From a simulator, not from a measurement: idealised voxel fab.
The process module that follows is named voxel lift off.
Each square cell in cross-section cut measures 5 nm, and the section as a whole is 300 nm wide.
Notation: cross-section as square-cell grid; stated in bands, top first, going down; one or more cell rows per band. Basically the band line says how high the top is and how high the bottom is, in nm, and then what's in it from left to right, every material with its width in nm. Empty space shows up as "blank", and if a single material carries "throughout" it runs the full band edge to edge. Height reference: 0 = level under which incoming wafer is all one material. Lowest band: no bottom, runs on downward, e.g. "0 -> down". A two-number width, for instance "30 to 40", indicates that the width is equal to the first number in the top row of the band and to the second number in the bottom row, and that it changes by a constant amount per row of cells. For the purposes of this document, the phrase "remained the same" attached to a step denotes that no cell within the cross-section was modified by that step. If an empty space has no open way to the top and is at least 8 cells in size, "closed voids" lists it, written width x height at distance, where distance is measured from the left edge and every value is in nm. Heads up: the bit after the settings on a step's line is the simulator's remark on that step. overlay nm: how far to the right of its planned place the mask lay on this masked step (negative: to the left).

SO HERE'S THE LINEUP OF PROCESS STEPS WE PLANNED
1. op RECEIVE | material Si
2. op CONFORMAL_DEP | material SiN | thk nm 10
3. op PATTERN | tone open | mask id LINES | material resist | width nm 30 | pitch nm 60 | thk nm 15 | overlay nm 0
4. op DIRECTIONAL_DEP | material Ru | thk nm 5
5. op STRIP | etch materials resist
6. op CONFORMAL_DEP | material SiN | thk nm 5

CROSS-SECTION OF THE WAFER AT RECEIPT, WHICH IS THE CONDITION AFTER STEP 1
> 0 -> down | Si throughout
> closed voids: none

POST-MODULE CROSS-SECTION OF THE FIRST OF TWO WAFERS (RUN PER PLAN)
> 20 -> 15 | blank (40)  SiN (40)  blank (20)  SiN (40)  blank (20)  SiN (40)  blank (20)  SiN (40)  blank (40)
> 15 -> 10 | SiN (45)  Ru (30)  SiN (30)  Ru (30)  SiN (30)  Ru (30)  SiN (30)  Ru (30)  SiN (45)
> 10 -> 0 | SiN throughout
> 0 -> down | Si throughout
> closed voids: none

CROSS-SECTIONAL IMAGE OF THE SECOND WAFER OF THE TWO FOLLOWING COMPLETION OF THE MODULE. STARTING STATE AND PROCESS PLAN WERE THE SAME AS FOR THE FIRST WAFER; ONE EXECUTION ERROR OCCURRED
> 20 -> 15 | blank (35)  SiN (40)  blank (20)  SiN (40)  blank (20)  SiN (40)  blank (20)  SiN (40)  blank (45)
> 15 -> 10 | SiN (40)  Ru (30)  SiN (30)  Ru (30)  SiN (30)  Ru (30)  SiN (30)  Ru (30)  SiN (50)
> 10 -> 0 | SiN throughout
> 0 -> down | Si throughout
> closed voids: none
Heads up, the wafer didn't run the way we planned it: so step 3 ended up running with a different setting than we planned, it ran as op PATTERN | tone open | mask id LINES | material resist | width nm 30 | pitch nm 60 | thk nm 15 | overlay nm -5
Final wafers compared: equal cell tally per material, rearranged layout.
